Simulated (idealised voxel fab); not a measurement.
Process module heading - voxel capacitor over wiring
Displayed cross-section: cut, width of 220 nm, square cells sized 5 nm.
Reading order for cross-sections: top band down to bottom band. Underlying form: a grid of square cells. Band size: one or more rows of cells.
The entry gives the band's vertical extent as a top height and a bottom height in nm, then its horizontal make-up as materials from left to right, each with a width in nm. "blank" stands for empty space; a single material marked "edge to edge" fills the band edge to edge.
Height datum 0, below which the as-received substrate wafer is one material. Lowest band open at the bottom, running downward: "0 down".
With a width like "30..40", each row of cells in the band differs from the next by the same amount, the top row carrying the first number and the bottom row the second.
Take "remained unchanged" at face value: in the step it is given for, the cross-section changed in none of its cells.
Look at "Closed cavities" for the closed voids: empty spaces with no open path to the top, sized 8 cells or up. Each is width x height at distance, distance from the left edge, all nm.
Whatever follows a step's settings on its line is a remark the simulator itself makes about that step.
"overlay nm" on a masked step: distance the mask lay right of its planned place, negative for left.
Set out below are the planned steps of the process:
- 1: RECEIVE (material Si)
- 2: CONFORMAL_DEP (material SiO2; thk nm 15)
- 3: DIRECTIONAL_DEP (material TiN; thk nm 5)
- 4: DIRECTIONAL_DEP (material Ru; thk nm 15)
- 5: DIRECTIONAL_DEP (material aC; thk nm 10)
- 6: PATTERN (tone cover; mask id METAL_1; material resist; width nm 25; pitch nm 85; thk nm 30; overlay nm 0)
- 7: DIRECTIONAL_ETCH (etch materials aC; depth nm 10)
- 8: STRIP (etch materials resist)
- 9: DIRECTIONAL_ETCH (etch materials Ru; depth nm 15)
- 10: DIRECTIONAL_ETCH (etch materials TiN; depth nm 5)
- 11: STRIP (etch materials aC)
- 12: CONFORMAL_DEP (material SiN; thk nm 5)
- 13: FILL_DEP (material SiO2; thk nm 5)
- 14: CMP (height nm 35)
- 15: CONFORMAL_DEP (material SiCN; thk nm 5)
- 16: DIRECTIONAL_DEP (material lowk; thk nm 20)
- 17: PATTERN (tone open; mask id PLUG_1; material resist; width nm 15; thk nm 15; overlay nm 0)
- 18: DIRECTIONAL_ETCH (etch materials lowk; depth nm 20)
- 19: DIRECTIONAL_ETCH (etch materials SiCN; depth nm 5)
- 20: STRIP (etch materials resist)
- 21: EPI (material Ru; thk nm 10)
- 22: EPI (material Ru; thk nm 10)
- 23: EPI (material Ru; thk nm 5)
- 24: DIRECTIONAL_DEP (material TiN; thk nm 10)
- 25: DIRECTIONAL_DEP (material Al2O3; thk nm 5)
- 26: DIRECTIONAL_DEP (material TiN; thk nm 5)
- 27: MASKED_ETCH (tone cover; mask id UPPER_PLATE; width nm 65; etch materials TiN; depth nm 5; overlay nm 0)
- 28: MASKED_ETCH (tone cover; mask id UPPER_PLATE; width nm 65; etch materials Al2O3; depth nm 5; overlay nm 0)
- 29: PATTERN (tone cover; mask id LOWER_PLATE; material resist; width nm 75; thk nm 20; overlay nm 0)
- 30: DIRECTIONAL_ETCH (etch materials TiN; depth nm 10)
- 31: STRIP (etch materials resist)
- 32: FILL_DEP (material SiO2; thk nm 15)
- 33: CMP (height nm 90)
- 34: DIRECTIONAL_DEP (material aC; thk nm 10)
- 35: PATTERN (tone open; mask id PLUG_2; material resist; width nm 15; thk nm 30; overlay nm 0)
- 36: DIRECTIONAL_ETCH (etch materials aC; depth nm 10)
- 37: STRIP (etch materials resist)
- 38: DIRECTIONAL_ETCH (etch materials SiO2; depth nm 10)
- 39: STRIP (etch materials aC)
- 40: CONFORMAL_DEP (material TiN; thk nm 5)
- 41: FILL_DEP (material W; thk nm 5)
- 42: CMP (height nm 90)
- 43: CONFORMAL_DEP (material SiCN; thk nm 5)
Shown in cross-section is the wafer as received, that is, as it stands after step 1:
	0 down  Si edge to edge
	Closed cavities: none
Final cross-section, module run with one mistake (start and plan as above):
	95 to 90  SiCN edge to edge
	90 to 80  SiO2 75 nm, then TiN 15..55 nm, then SiO2 130..90 nm
	80 to 75  SiO2 80 nm, then Al2O3 50 nm, then SiO2 90 nm
	75 to 65  SiO2 60 nm, then TiN 5 nm, then SiO2 15 nm, then TiN 55 nm, then SiO2 85 nm
	65 to 60  lowk 65 nm, then SiO2 15 nm, then lowk 140 nm
	60 to 55  lowk 65 nm, then TiN 15 nm, then lowk 140 nm
	55 to 50  lowk 65 nm, then Al2O3 15 nm, then lowk 140 nm
	50 to 45  lowk 65 nm, then TiN 15 nm, then lowk 140 nm
	45 to 40  SiCN 65 nm, then TiN 15 nm, then SiCN 140 nm
	40 to 35  SiO2 50 nm, then SiN 35 nm, then SiO2 50 nm, then SiN 35 nm, then SiO2 50 nm
	35 to 20  SiO2 50 nm, then SiN 5 nm, then Ru 25 nm, then SiN 5 nm, then SiO2 50 nm, then SiN 5 nm, then Ru 25 nm, then SiN 5 nm, then SiO2 50 nm
	20 to 15  SiN 55 nm, then TiN 25 nm, then SiN 60 nm, then TiN 25 nm, then SiN 55 nm
	15 to 0  SiO2 edge to edge
	0 down  Si edge to edge
	Closed cavities: none
Want to know what went wrong? heads up, step 14 didn't go per plan, it actually ran as CMP (height nm 40)
